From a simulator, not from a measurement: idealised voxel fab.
The following process module bears the name voxel released beams.
Cross-sectional view cut (width: 255 nm; square cell size: 5 nm).
Think of the cross-section as a grid of square cells. We describe it in bands, top to bottom, and each band covers one or more rows of those cells.
For a band, the entry starts with two heights in nm, that of the top and then that of the bottom, and carries on with the band's materials in order from left to right, each alongside its width in nm; the word "everywhere" beside a single material means it fills the band edge to edge, and "empty" means empty space.
Below 0: as-received wafer, all one material; heights counted from there. Lowest band: no bottom, goes on down, written "0 -> down".
Top row gets the first number, bottom row gets the second, and each row in between changes by the same step: that is how a band width like "30->40" works.
Reading "same as before" for a step: not a cell of the cross-section changed in it.
Heads up: "Completely enclosed voids" only lists the empty pockets with no open path to the top that are 8 cells or more, and it writes them as width x height at distance, distance from the left edge, in nm.
Whatever follows a step's settings on its line is a remark the simulator itself makes about that step.
Regarding "overlay nm": on a step with a mask, it is the distance the mask lay to the right of its planned place; a negative value places it to the left.

[Steps in the process plan]
1: RECEIVE with material Si
2: CONFORMAL_DEP with material Al2O3, thk nm 5
3: DIRECTIONAL_DEP with material SiO2, thk nm 20
4: PATTERN with tone open, mask id ANCHOR, material resist, width nm 35, thk nm 20, overlay nm 0
5: DIRECTIONAL_ETCH with etch materials SiO2, depth nm 20
6: STRIP with etch materials resist
7: CONFORMAL_DEP with material SiN, thk nm 15
8: MASKED_ETCH with tone cover, mask id BEAM, width nm 120, etch materials SiN, depth nm 15, overlay nm 0
9: STRIP with etch materials SiO2

[Cross-section of the wafer upon arrival, representing the state reached after step 1]
* 0 -> down: Si everywhere
* Completely enclosed voids: none

[The following cross-section depicts the wafer upon conclusion of the module. Processing commenced from the starting condition illustrated above and adhered to the plan illustrated above, save for one mistake in execution]
* 55 -> 40: 65 empty | 120 SiN | 70 empty
* 40 -> 25: SiN everywhere
* 25 -> 5: 70 SiO2 | 35 SiN | 150 SiO2
* 5 -> 0: Al2O3 everywhere
* 0 -> down: Si everywhere
* Completely enclosed voids: none
Error vs. plan: step 7 in the plan was executed twice
